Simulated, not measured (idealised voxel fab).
Presented below is a process module, voxel capacitor over wiring.
Section shown: cut. Width: 270 nm. Cell size: 5 nm, square.
If you're reading a cross-section in this doc, picture square cells in a grid; it comes to you as bands, top ones listed first down to the bottom, and a band can be one or more rows of cells.
Heads up on the band format: heights come first, top then bottom, in nm. After that it's the materials left to right, each with its width in nm. A single material flagged "edge to edge" fills the whole band edge to edge, and "empty" means there's empty space there.
Ref level 0: as-received wafer is one material below here. Bottom band extends down with no lower bound ("0..down").
You'd read "30..40" like this: the band's top row of cells is as wide as the first number, its bottom row is as wide as the second, and going down, every row changes width by the same amount as the row before did.
Where a step carries "nothing got changed", the cross-section came out of it unchanged, cell for cell.
Unvented cavities: empty space of 8 cells or more with no open way to the top, each as width x height at its distance from the left edge, in nm
If you see something after the settings on a step's line, that's the simulator's own remark about that step.
overlay nm: mask right of planned place by this much (step with mask). Neg. = left.
## Here's what the planned process steps look like
1) RECEIVE (material Si)
2) CONFORMAL_DEP (material SiO2; thk nm 15)
3) CONFORMAL_DEP (material SiCN; thk nm 5)
4) DIRECTIONAL_DEP (material SiO2; thk nm 15)
5) DIRECTIONAL_DEP (material aC; thk nm 10)
6) PATTERN (tone open; mask id METAL_1; material resist; width nm 15; pitch nm 90; thk nm 25; overlay nm 0)
7) DIRECTIONAL_ETCH (etch materials aC; depth nm 10)
8) STRIP (etch materials resist)
9) DIRECTIONAL_ETCH (etch materials SiO2; depth nm 15)
10) DIRECTIONAL_ETCH (etch materials SiCN; depth nm 5)
11) STRIP (etch materials aC)
12) CONFORMAL_DEP (material TiN; thk nm 5)
13) FILL_DEP (material Ru; thk nm 5)
14) CMP (height nm 35)
15) CONFORMAL_DEP (material SiCN; thk nm 5)
16) DIRECTIONAL_DEP (material SiO2; thk nm 20)
17) MASKED_ETCH (tone open; mask id PLUG_1; width nm 15; etch materials SiO2; depth nm 20; overlay nm 0)
18) MASKED_ETCH (tone open; mask id PLUG_1; width nm 15; etch materials SiCN; depth nm 5; overlay nm 0)
19) CONFORMAL_DEP (material TiN; thk nm 5)
20) FILL_DEP (material Cu; thk nm 5)
21) CMP (height nm 60)
22) DIRECTIONAL_DEP (material TiN; thk nm 10)
23) DIRECTIONAL_DEP (material HfO2; thk nm 5)
24) DIRECTIONAL_DEP (material TiN; thk nm 5)
25) DIRECTIONAL_DEP (material aC; thk nm 10)
26) PATTERN (tone cover; mask id UPPER_PLATE; material resist; width nm 70; thk nm 25; overlay nm 0)
27) DIRECTIONAL_ETCH (etch materials aC; depth nm 10)
28) STRIP (etch materials resist)
29) DIRECTIONAL_ETCH (etch materials TiN; depth nm 5)
30) DIRECTIONAL_ETCH (etch materials HfO2; depth nm 5)
31) STRIP (etch materials aC)
32) DIRECTIONAL_DEP (material aC; thk nm 15)
33) PATTERN (tone cover; mask id LOWER_PLATE; material resist; width nm 80; thk nm 30; overlay nm 0)
34) DIRECTIONAL_ETCH (etch materials aC; depth nm 15)
35) STRIP (etch materials resist)
36) DIRECTIONAL_ETCH (etch materials TiN; depth nm 10)
37) STRIP (etch materials aC)
38) FILL_DEP (material SiO2; thk nm 20)
39) CMP (height nm 95)
40) MASKED_ETCH (tone open; mask id PLUG_2; width nm 15; etch materials SiO2; depth nm 15; overlay nm 0)
41) CONFORMAL_DEP (material TiN; thk nm 5)
42) FILL_DEP (material W; thk nm 5)
43) CMP (height nm 95)
44) CONFORMAL_DEP (material SiCN; thk nm 5)
The plan shows the width nm of step 6 as the first wafer had it; this setting differs between the wafers, which start out alike.
## The first of several wafers, as received after step 1, seen in section
* 0..down | Si edge to edge
* Unvented cavities: none
## Gained (+) or lost (-) cells of each material since receipt, then closed voids: one row per wafer, at the end of the module
width nm 15 | +4 Cu | +14 HfO2 | +6 Ru | +153 SiCN | +819 SiO2 | +82 TiN | +2 W | Unvented cavities: none
width nm 20 | +4 Cu | +14 HfO2 | +12 Ru | +151 SiCN | +813 SiO2 | +84 TiN | +2 W | Unvented cavities: none
width nm 25 | +4 Cu | +14 HfO2 | +18 Ru | +149 SiCN | +807 SiO2 | +86 TiN | +2 W | Unvented cavities: none
width nm 30 | +4 Cu | +14 HfO2 | +24 Ru | +147 SiCN | +801 SiO2 | +88 TiN | +2 W | Unvented cavities: none
width nm 35 | +4 Cu | +14 HfO2 | +30 Ru | +145 SiCN | +795 SiO2 | +90 TiN | +2 W | Unvented cavities: none
width nm 40 | +4 Cu | +14 HfO2 | +36 Ru | +143 SiCN | +789 SiO2 | +92 TiN | +2 W | Unvented cavities: none
